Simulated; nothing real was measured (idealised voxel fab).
Presented below is a process module, voxel wiring stack.
In the cross-section labelled cut, the width is 155 nm and each square cell is 5 nm.
When this document writes out a cross-section, it uses a grid of square cells and lists it as bands, beginning at the top and moving down, with a band standing for one or more rows of cells.
Band: top and bottom heights (nm) first, top before bottom; then materials from left to right, widths in nm. "throughout" marks a sole material filling the band edge to edge. "air" denotes empty space.
Height datum 0, below which the as-received substrate wafer is one material. Lowest band open at the bottom, running downward: "0 -> down".
A width given as "30->40" starts at the first number in the band's top row and ends at the second number in its bottom row, shifting by an equal amount at every step from row to row.
Step marked "all unchanged"? Then no cell in the cross-section changed in it.
"Internal closed voids" specifies each empty space that is not open to the top and that occupies no fewer than 8 cells, using the form width x height at distance, the distance measured from the left edge and all three quantities in nm.
Anything after a step's settings on that line? It's the simulator's own note about the step.
If you see "overlay nm" on a step's line and that step has a mask, it's telling you how far right of where it was planned the mask ended up; a negative number means it went left instead.
[Process steps (planned)]
- 1: RECEIVE with material Si
- 2: CONFORMAL_DEP with material SiO2, thk nm 15
- 3: DIRECTIONAL_DEP with material TiN, thk nm 5
- 4: DIRECTIONAL_DEP with material W, thk nm 15
- 5: MASKED_ETCH with tone cover, mask id METAL_1, width nm 20, pitch nm 45, etch materials W, depth nm 15, overlay nm 0
- 6: MASKED_ETCH with tone cover, mask id METAL_1, width nm 20, pitch nm 45, etch materials TiN, depth nm 5, overlay nm 0
- 7: CONFORMAL_DEP with material SiN, thk nm 5
- 8: FILL_DEP with material lowk, thk nm 5
- 9: CMP with height nm 35
- 10: CONFORMAL_DEP with material SiCN, thk nm 5
- 11: DIRECTIONAL_DEP with material lowk, thk nm 15
- 12: PATTERN with tone open, mask id PLUG_1, material resist, width nm 15, pitch nm 90, thk nm 15, overlay nm 0
- 13: DIRECTIONAL_ETCH with etch materials lowk, depth nm 15
- 14: DIRECTIONAL_ETCH with etch materials SiCN, depth nm 5
- 15: STRIP with etch materials resist
- 16: CONFORMAL_DEP with material TiN, thk nm 5
- 17: FILL_DEP with material W, thk nm 10
- 18: CMP with height nm 55
- 19: CONFORMAL_DEP with material SiN, thk nm 5
- 20: DIRECTIONAL_DEP with material SiO2, thk nm 25
- 21: DIRECTIONAL_DEP with material aC, thk nm 15
- 22: PATTERN with tone open, mask id METAL_2, material resist, width nm 20, pitch nm 45, thk nm 30, overlay nm 0
- 23: DIRECTIONAL_ETCH with etch materials aC, depth nm 15
- 24: STRIP with etch materials resist
- 25: DIRECTIONAL_ETCH with etch materials SiO2, depth nm 25
- 26: DIRECTIONAL_ETCH with etch materials SiN, depth nm 5
- 27: STRIP with etch materials aC
- 28: CONFORMAL_DEP with material TiN, thk nm 5
- 29: FILL_DEP with material W, thk nm 10
- 30: CMP with height nm 85
- 31: CONFORMAL_DEP with material SiCN, thk nm 5
- 32: DIRECTIONAL_DEP with material SiO2, thk nm 20
- 33: DIRECTIONAL_DEP with material aC, thk nm 10
- 34: PATTERN with tone open, mask id PLUG_2, material resist, width nm 15, pitch nm 90, thk nm 30, overlay nm 0
- 35: DIRECTIONAL_ETCH with etch materials aC, depth nm 10
- 36: STRIP with etch materials resist
- 37: DIRECTIONAL_ETCH with etch materials SiO2, depth nm 20
- 38: DIRECTIONAL_ETCH with etch materials SiCN, depth nm 5
- 39: STRIP with etch materials aC
- 40: EPI with material Ru, thk nm 10
- 41: EPI with material Ru, thk nm 10
- 42: EPI with material Ru, thk nm 5
- 43: CONFORMAL_DEP with material SiN, thk nm 5
- 44: DIRECTIONAL_DEP with material lowk, thk nm 25
- 45: MASKED_ETCH with tone open, mask id METAL_3, width nm 20, pitch nm 45, etch materials lowk, depth nm 25, overlay nm 0
- 46: MASKED_ETCH with tone open, mask id METAL_3, width nm 20, pitch nm 45, etch materials SiN, depth nm 5, overlay nm 0
- 47: CONFORMAL_DEP with material TiN, thk nm 5
- 48: FILL_DEP with material Cu, thk nm 10
- 49: CMP with height nm 140
- 50: CONFORMAL_DEP with material SiCN, thk nm 5
- 51: DIRECTIONAL_DEP with material lowk, thk nm 10
- 52: DIRECTIONAL_DEP with material aC, thk nm 10
- 53: PATTERN with tone open, mask id PLUG_3, material resist, width nm 15, pitch nm 45, thk nm 25, overlay nm 0
- 54: DIRECTIONAL_ETCH with etch materials aC, depth nm 10
- 55: STRIP with etch materials resist
- 56: DIRECTIONAL_ETCH with etch materials lowk, depth nm 10
- 57: DIRECTIONAL_ETCH with etch materials SiCN, depth nm 5
- 58: STRIP with etch materials aC
- 59: CONFORMAL_DEP with material TiN, thk nm 5
- 60: FILL_DEP with material W, thk nm 5
- 61: CMP with height nm 155
- 62: DIRECTIONAL_DEP with material TiN, thk nm 5
- 63: DIRECTIONAL_DEP with material W, thk nm 15
- 64: PATTERN with tone cover, mask id METAL_4, material resist, width nm 20, pitch nm 45, thk nm 20, overlay nm 0
- 65: DIRECTIONAL_ETCH with etch materials W, depth nm 15
- 66: DIRECTIONAL_ETCH with etch materials TiN, depth nm 5
- 67: STRIP with etch materials resist
- 68: CONFORMAL_DEP with material SiCN, thk nm 5
- 69: FILL_DEP with material lowk, thk nm 5
- 70: CMP with height nm 175
- 71: CONFORMAL_DEP with material SiCN, thk nm 5
[Incoming wafer, cross-sectional view, post step 1]
    0 -> down = Si throughout
    Internal closed voids: none
[Starting structure and process plan are as shown above, but one mistake was made in running the module; the wafer cross-section at the end of the module follows]
    180 -> 175 = SiCN throughout
    175 -> 160 = lowk 15, SiCN 5, W 20, SiCN 5, lowk 15, SiCN 5, W 20, SiCN 5, lowk 15, SiCN 5, W 20, SiCN 5, lowk 20
    160 -> 155 = SiCN 20, TiN 20, SiCN 25, TiN 20, SiCN 25, TiN 20, SiCN 25
    155 -> 145 = lowk 20, TiN 5, W 5, TiN 5, lowk 30, TiN 5, W 5, TiN 5, lowk 30, TiN 5, W 5, TiN 5, lowk 30
    145 -> 140 = SiCN 20, TiN 15, SiCN 30, TiN 15, SiCN 30, TiN 15, SiCN 30
    140 -> 115 = lowk 20, TiN 5, Cu 10, TiN 5, lowk 25, TiN 5, Cu 10, TiN 5, lowk 25, TiN 5, Cu 10, TiN 5, lowk 25
    115 -> 110 = SiN 20, TiN 20, SiN 25, TiN 20, SiN 25, TiN 20, SiN 25
    110 -> 90 = SiO2 20, Ru 15, SiO2 75, Ru 15, SiO2 30
    90 -> 85 = SiCN 20, Ru 15, SiCN 75, Ru 15, SiCN 30
    85 -> 60 = SiO2 20, TiN 5, W 10, TiN 5, SiO2 25, TiN 5, W 10, TiN 5, SiO2 25, TiN 5, W 10, TiN 5, SiO2 25
    60 -> 55 = SiN 20, TiN 20, SiN 25, TiN 20, SiN 25, TiN 20, SiN 25
    55 -> 40 = lowk 20, TiN 5, W 5, TiN 5, lowk 75, TiN 5, W 5, TiN 5, lowk 30
    40 -> 35 = SiCN 20, TiN 15, SiCN 75, TiN 15, SiCN 30
    35 -> 20 = lowk 15, SiN 5, W 20, SiN 5, lowk 15, SiN 5, W 20, SiN 5, lowk 15, SiN 5, W 20, SiN 5, lowk 20
    20 -> 15 = SiN 20, TiN 20, SiN 25, TiN 20, SiN 25, TiN 20, SiN 25
    15 -> 0 = TiN throughout
    0 -> down = Si throughout
    Internal closed voids: none
Plan not followed: step 2 was run on a setting that differed from the plan, and what really ran there is CONFORMAL_DEP with material TiN, thk nm 15
